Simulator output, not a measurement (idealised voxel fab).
The name of this process module is voxel trench capacitor.
Displayed cross-section: cut, width of 200 nm, square cells sized 5 nm.
For the purposes of this document, a cross-section shall be understood as a grid of square cells, specified as bands listed in top-to-bottom order, each band consisting of one or more rows of cells. For a band, the entry starts with two heights in nm, that of the top and then that of the bottom, and carries on with the band's materials in order from left to right, each alongside its width in nm; the word "full width" beside a single material means it fills the band edge to edge, and "blank" means empty space. Convention: height 0 is the level below which the wafer, as received, is all one material. The lowest band does not terminate at the bottom but continues downward, represented as "0 down". Per-row width for "30 to 40": begins at first number (top row of band), ends at second number (bottom row), increment between rows held constant. No cell of the cross-section changed in a step that is given as "remains unaltered". This entry, "Enclosed void list", enumerates those empty regions of no fewer than 8 cells that possess no open connection to the top. Each region is reported in the form width x height at distance, the distance being taken from the left edge, with all three quantities expressed in nm. Post-settings text on a step line: simulator's own remark regarding the step. overlay nm: mask right of planned place by this much (step with mask). Neg. = left.

## Steps planned for the process
1 RECEIVE [material Si]
2 CONFORMAL_DEP [material SiN] [thk nm 5]
3 MASKED_ETCH [tone open] [mask id TRENCH] [width nm 15] [pitch nm 45] [etch materials SiN] [depth nm 5] [overlay nm 0]
4 MASKED_ETCH [tone open] [mask id TRENCH] [width nm 15] [pitch nm 45] [etch materials Si] [depth nm 40] [overlay nm 0]
5 CONFORMAL_DEP [material SiO2] [thk nm 5]
6 FILL_DEP [material polySi] [thk nm 5]
7 CMP [height nm 5]

## Run as planned: first of two wafers

## Delivered wafer in cross-section: state after step 1
0 down = Si full width
Enclosed void list: none

## After step 2: wafer cross-section
5 to 0 = SiN full width
No changes below 0.

## After step 3: wafer cross-section
5 to 0 = SiN=45  blank=15  SiN=30  blank=15  SiN=30  blank=15  SiN=50
No changes below 0.

## After step 4: wafer cross-section
5 to 0 = SiN=45  blank=15  SiN=30  blank=15  SiN=30  blank=15  SiN=50
0 to -40 = Si=45  blank=15  Si=30  blank=15  Si=30  blank=15  Si=50
No changes below -40.

## After step 5: wafer cross-section
10 to 5 = SiO2=50  blank=5  SiO2=40  blank=5  SiO2=40  blank=5  SiO2=55
5 to 0 = SiN=45  SiO2=5  blank=5  SiO2=5  SiN=30  SiO2=5  blank=5  SiO2=5  SiN=30  SiO2=5  blank=5  SiO2=5  SiN=50
0 to -35 = Si=45  SiO2=5  blank=5  SiO2=5  Si=30  SiO2=5  blank=5  SiO2=5  Si=30  SiO2=5  blank=5  SiO2=5  Si=50
-35 to -40 = Si=45  SiO2=15  Si=30  SiO2=15  Si=30  SiO2=15  Si=50
No changes below -40.

## After step 6: wafer cross-section
15 to 10 = polySi full width
10 to 5 = SiO2=50  polySi=5  SiO2=40  polySi=5  SiO2=40  polySi=5  SiO2=55
5 to 0 = SiN=45  SiO2=5  polySi=5  SiO2=5  SiN=30  SiO2=5  polySi=5  SiO2=5  SiN=30  SiO2=5  polySi=5  SiO2=5  SiN=50
0 to -35 = Si=45  SiO2=5  polySi=5  SiO2=5  Si=30  SiO2=5  polySi=5  SiO2=5  Si=30  SiO2=5  polySi=5  SiO2=5  Si=50
No changes below -35.

## After step 7: wafer cross-section
5 to 0 = SiN=45  SiO2=5  polySi=5  SiO2=5  SiN=30  SiO2=5  polySi=5  SiO2=5  SiN=30  SiO2=5  polySi=5  SiO2=5  SiN=50
No changes below 0.

## The second wafer began exactly as the first did and followed the same plan, but one mistake was made while running it; through step 3 inclusive, the two wafers are identical

## Second wafer, section view, time point: scheduled end of step 4
5 to 0 = SiN=45  blank=15  SiN=30  blank=15  SiN=30  blank=15  SiN=50
0 to -50 = Si=45  blank=15  Si=30  blank=15  Si=30  blank=15  Si=50
No changes below -50.

## Second wafer, section view, time point: scheduled end of step 5
10 to 5 = SiO2=50  blank=5  SiO2=40  blank=5  SiO2=40  blank=5  SiO2=55
5 to 0 = SiN=45  SiO2=5  blank=5  SiO2=5  SiN=30  SiO2=5  blank=5  SiO2=5  SiN=30  SiO2=5  blank=5  SiO2=5  SiN=50
0 to -45 = Si=45  SiO2=5  blank=5  SiO2=5  Si=30  SiO2=5  blank=5  SiO2=5  Si=30  SiO2=5  blank=5  SiO2=5  Si=50
-45 to -50 = Si=45  SiO2=15  Si=30  SiO2=15  Si=30  SiO2=15  Si=50
No changes below -50.

## Second wafer, section view, time point: scheduled end of step 6
15 to 10 = polySi full width
10 to 5 = SiO2=50  polySi=5  SiO2=40  polySi=5  SiO2=40  polySi=5  SiO2=55
5 to 0 = SiN=45  SiO2=5  polySi=5  SiO2=5  SiN=30  SiO2=5  polySi=5  SiO2=5  SiN=30  SiO2=5  polySi=5  SiO2=5  SiN=50
0 to -45 = Si=45  SiO2=5  polySi=5  SiO2=5  Si=30  SiO2=5  polySi=5  SiO2=5  Si=30  SiO2=5  polySi=5  SiO2=5  Si=50
No changes below -45.

## Second wafer, section view, time point: scheduled end of step 7
5 to 0 = SiN=45  SiO2=5  polySi=5  SiO2=5  SiN=30  SiO2=5  polySi=5  SiO2=5  SiN=30  SiO2=5  polySi=5  SiO2=5  SiN=50
No changes below 0.
What broke from the plan during processing? in deviation from the planned setting, step 4 was conducted as MASKED_ETCH [tone open] [mask id TRENCH] [width nm 15] [pitch nm 45] [etch materials Si] [depth nm 50] [overlay nm 0]
Once processing is complete, comparing cell counts shows that the second wafer has more or fewer of certain materials than the first: Si -18; SiO2 +12; polySi +6
